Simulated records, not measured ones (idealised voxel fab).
Process module heading - voxel trench capacitor
265 nm wide, 5 nm square cells: that's cross-section cut.
Each cross-section below is a grid of square cells, stated as bands in top-down order, with one or more rows of cells making up each band. The band entry comprises the height of the band's top followed by the height of its bottom, expressed in nm, and subsequently the band's materials from left to right, each stated together with its width in nm. Where a single material is marked with the word "everywhere", that material fills the band from edge to edge. The word "empty" represents empty space. Height datum 0, below which the as-received substrate wafer is one material. Lowest band open at the bottom, running downward: "0 down". Read "30->40" as a graded width: first number on top, second number at the bottom, same change between each pair of neighbouring rows. "stayed the same" for a step: no cell of the cross-section changed in that step. Empty spaces counting at least 8 cells and having no open way to the top are listed in "Entrapped voids". The notation width x height at distance is used for each, the distance being from the left edge and all three values in nm. Read whatever lies past the settings on a step's line as the simulator's own remark about the step. overlay nm: right-of-plan distance of the mask on a masked step; negative values mean left-of-plan.
The following list gives the planned process steps:
1,RECEIVE: material Si
2,CONFORMAL_DEP: material SiN, thk nm 5
3,DIRECTIONAL_DEP: material aC, thk nm 15
4,PATTERN: tone open, mask id TRENCH, material resist, width nm 25, pitch nm 55, thk nm 35, overlay nm 0
5,DIRECTIONAL_ETCH: etch materials aC, depth nm 15
6,STRIP: etch materials resist
7,DIRECTIONAL_ETCH: etch materials SiN, depth nm 5
8,DIRECTIONAL_ETCH: etch materials Si, depth nm 40
9,STRIP: etch materials aC
10,CONFORMAL_DEP: material HfO2, thk nm 5
11,CONFORMAL_DEP: material TiN, thk nm 5
12,FILL_DEP: material W, thk nm 5
13,CMP: height nm 5
Here's what the wafer looked like in cross-section when it arrived - that's after step 1:
    0 down  Si everywhere
    Entrapped voids: none
Same starting wafer, same plan as above, one mistake in the execution; this is the cross-section at the end of the module:
    5 to 0  30 of SiN, then 5 of HfO2, then 5 of TiN, then 5 of W, then 5 of TiN, then 5 of HfO2, then 30 of SiN, then 5 of HfO2, then 5 of TiN, then 5 of W, then 5 of TiN, then 5 of HfO2, then 30 of SiN, then 5 of HfO2, then 5 of TiN, then 5 of W, then 5 of TiN, then 5 of HfO2, then 30 of SiN, then 5 of HfO2, then 5 of TiN, then 5 of W, then 5 of TiN, then 5 of HfO2, then 45 of SiN
    0 to -30  30 of Si, then 5 of HfO2, then 5 of TiN, then 5 of W, then 5 of TiN, then 5 of HfO2, then 30 of Si, then 5 of HfO2, then 5 of TiN, then 5 of W, then 5 of TiN, then 5 of HfO2, then 30 of Si, then 5 of HfO2, then 5 of TiN, then 5 of W, then 5 of TiN, then 5 of HfO2, then 30 of Si, then 5 of HfO2, then 5 of TiN, then 5 of W, then 5 of TiN, then 5 of HfO2, then 45 of Si
    -30 to -35  30 of Si, then 5 of HfO2, then 15 of TiN, then 5 of HfO2, then 30 of Si, then 5 of HfO2, then 15 of TiN, then 5 of HfO2, then 30 of Si, then 5 of HfO2, then 15 of TiN, then 5 of HfO2, then 30 of Si, then 5 of HfO2, then 15 of TiN, then 5 of HfO2, then 45 of Si
    -35 to -40  30 of Si, then 25 of HfO2, then 30 of Si, then 25 of HfO2, then 30 of Si, then 25 of HfO2, then 30 of Si, then 25 of HfO2, then 45 of Si
    -40 down  Si everywhere
    Entrapped voids: none
The plan and the run diverged here: step 4 was processed under conditions differing from the plan, specifically as PATTERN: tone open, mask id TRENCH, material resist, width nm 25, pitch nm 55, thk nm 35, overlay nm -5
